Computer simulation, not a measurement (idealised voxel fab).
A process module follows: voxel gate over fins.
Shown is cross-section cut, with a width of 295 nm and square cells of size 5 nm.
How to read a cross-section here: the picture is a grid of square cells, written as bands going from the top down, and any band can span one or more rows of cells. This entry defines a band. It first specifies the height of the band's top and the height of its bottom in nm, and then specifies the band's materials from left to right, stating each material with its width in nm. The word "everywhere" identifies a single material that fills the band from edge to edge, while the word "air" identifies empty space. Beneath 0, the wafer as received is one material, and that level is where height counting begins. The lowest band goes on downward without a bottom; it is written like "top 0, no bottom". Width "30 to 40": first value at the band's top row of cells, second value at its bottom row, equal change from row to row. Key: "nothing changed" - step with no changed cell in the cross-section. Sealed-off cavities: empty space of 8 cells or more with no open way to the top, each as width x height at its distance from the left edge, in nm. Where a step's line continues beyond its settings, the continuation is a remark by the simulator itself on that step. A step line may carry the setting "overlay nm", which, for steps involving a mask, states the distance by which the mask lay to the right of its intended position; negative values denote displacement to the left.
# Process steps foreseen in the plan
1 RECEIVE (material Si)
2 CONFORMAL_DEP (material SiN; thk nm 5)
3 MASKED_ETCH (tone cover; mask id FINS; width nm 15; pitch nm 45; etch materials SiN; depth nm 5; overlay nm 0)
4 MASKED_ETCH (tone cover; mask id FINS; width nm 15; pitch nm 45; etch materials Si; depth nm 35; overlay nm 0)
5 FILL_DEP (material SiO2; thk nm 15)
6 CMP (height nm 5)
7 SELECTIVE_ETCH (etch materials SiO2; depth nm 20)
8 STRIP (etch materials SiN)
9 CONFORMAL_DEP (material HfO2; thk nm 5)
10 CONFORMAL_DEP (material TiN; thk nm 5)
11 CONFORMAL_DEP (material TiAl; thk nm 5)
12 CONFORMAL_DEP (material TiN; thk nm 5)
13 FILL_DEP (material W; thk nm 10)
14 CMP (height nm 25)
15 CONFORMAL_DEP (material SiN; thk nm 5)
Heads up: all these wafers start the same, and what changes between them is the width nm in step 4. The value you see in the plan is just what the first wafer got.
# The first of several wafers in cross-section, exactly as it reached us after step 1
  top 0, no bottom  Si everywhere
  Sealed-off cavities: none
# End-of-module cross-section, first of several wafers, after last step 15
  top 30, bottom 25  SiN everywhere
  top 25, bottom 20  W everywhere
  top 20, bottom 15  W=50, TiN=190, W=55
  top 15, bottom 10  W=50, TiN=5, TiAl=180, TiN=5, W=55
  top 10, bottom 5  W=50, TiN=5, TiAl=5, TiN=35, TiAl=10, TiN=35, TiAl=10, TiN=35, TiAl=10, TiN=35, TiAl=5, TiN=5, W=55
  top 5, bottom 0  TiN=55, TiAl=5, TiN=5, HfO2=25, TiN=5, TiAl=10, TiN=5, HfO2=25, TiN=5, TiAl=10, TiN=5, HfO2=25, TiN=5, TiAl=10, TiN=5, HfO2=25, TiN=5, TiAl=5, TiN=60
  top 0, bottom -5  TiAl=60, TiN=5, HfO2=5, Si=15, HfO2=5, TiN=5, TiAl=10, TiN=5, HfO2=5, Si=15, HfO2=5, TiN=5, TiAl=10, TiN=5, HfO2=5, Si=15, HfO2=5, TiN=5, TiAl=10, TiN=5, HfO2=5, Si=15, HfO2=5, TiN=5, TiAl=65
  top -5, bottom -10  TiN=65, HfO2=5, Si=15, HfO2=5, TiN=20, HfO2=5, Si=15, HfO2=5, TiN=20, HfO2=5, Si=15, HfO2=5, TiN=20, HfO2=5, Si=15, HfO2=5, TiN=70
  top -10, bottom -15  HfO2=70, Si=15, HfO2=30, Si=15, HfO2=30, Si=15, HfO2=30, Si=15, HfO2=75
  top -15, bottom -35  SiO2=70, Si=15, SiO2=30, Si=15, SiO2=30, Si=15, SiO2=30, Si=15, SiO2=75
  top -35, no bottom  Si everywhere
  Sealed-off cavities: none
# Here's the last wafer cross-sectioned at the end of the module
  top 30, bottom 25  SiN everywhere
  top 25, bottom 20  W everywhere
  top 20, bottom 15  W=45, TiN=205, W=45
  top 15, bottom 10  W=45, TiN=5, TiAl=195, TiN=5, W=45
  top 10, bottom 5  W=45, TiN=5, TiAl=5, TiN=185, TiAl=5, TiN=5, W=45
  top 5, bottom 0  TiN=50, TiAl=5, TiN=5, HfO2=40, TiN=5, HfO2=40, TiN=5, HfO2=40, TiN=5, HfO2=40, TiN=5, TiAl=5, TiN=50
  top 0, bottom -5  TiAl=55, TiN=5, HfO2=5, Si=30, HfO2=5, TiN=5, HfO2=5, Si=30, HfO2=5, TiN=5, HfO2=5, Si=30, HfO2=5, TiN=5, HfO2=5, Si=30, HfO2=5, TiN=5, TiAl=55
  top -5, bottom -10  TiN=60, HfO2=5, Si=30, HfO2=5, TiN=5, HfO2=5, Si=30, HfO2=5, TiN=5, HfO2=5, Si=30, HfO2=5, TiN=5, HfO2=5, Si=30, HfO2=5, TiN=60
  top -10, bottom -15  HfO2=65, Si=30, HfO2=15, Si=30, HfO2=15, Si=30, HfO2=15, Si=30, HfO2=65
  top -15, bottom -35  SiO2=65, Si=30, SiO2=15, Si=30, SiO2=15, Si=30, SiO2=15, Si=30, SiO2=65
  top -35, no bottom  Si everywhere
  Sealed-off cavities: none
# Per wafer, end of module: cells gained (+) or lost (-) per material since receipt, then closed voids
width nm 15 | +83 HfO2 | -329 Si | +59 SiN | +188 SiO2 | +83 TiAl | +148 TiN | +122 W | Sealed-off cavities: none
width nm 20 | +83 HfO2 | -301 Si | +59 SiN | +172 SiO2 | +74 TiAl | +148 TiN | +119 W | Sealed-off cavities: none
width nm 25 | +83 HfO2 | -273 Si | +59 SiN | +156 SiO2 | +65 TiAl | +148 TiN | +116 W | Sealed-off cavities: none
width nm 30 | +83 HfO2 | -245 Si | +59 SiN | +140 SiO2 | +65 TiAl | +139 TiN | +113 W | Sealed-off cavities: none
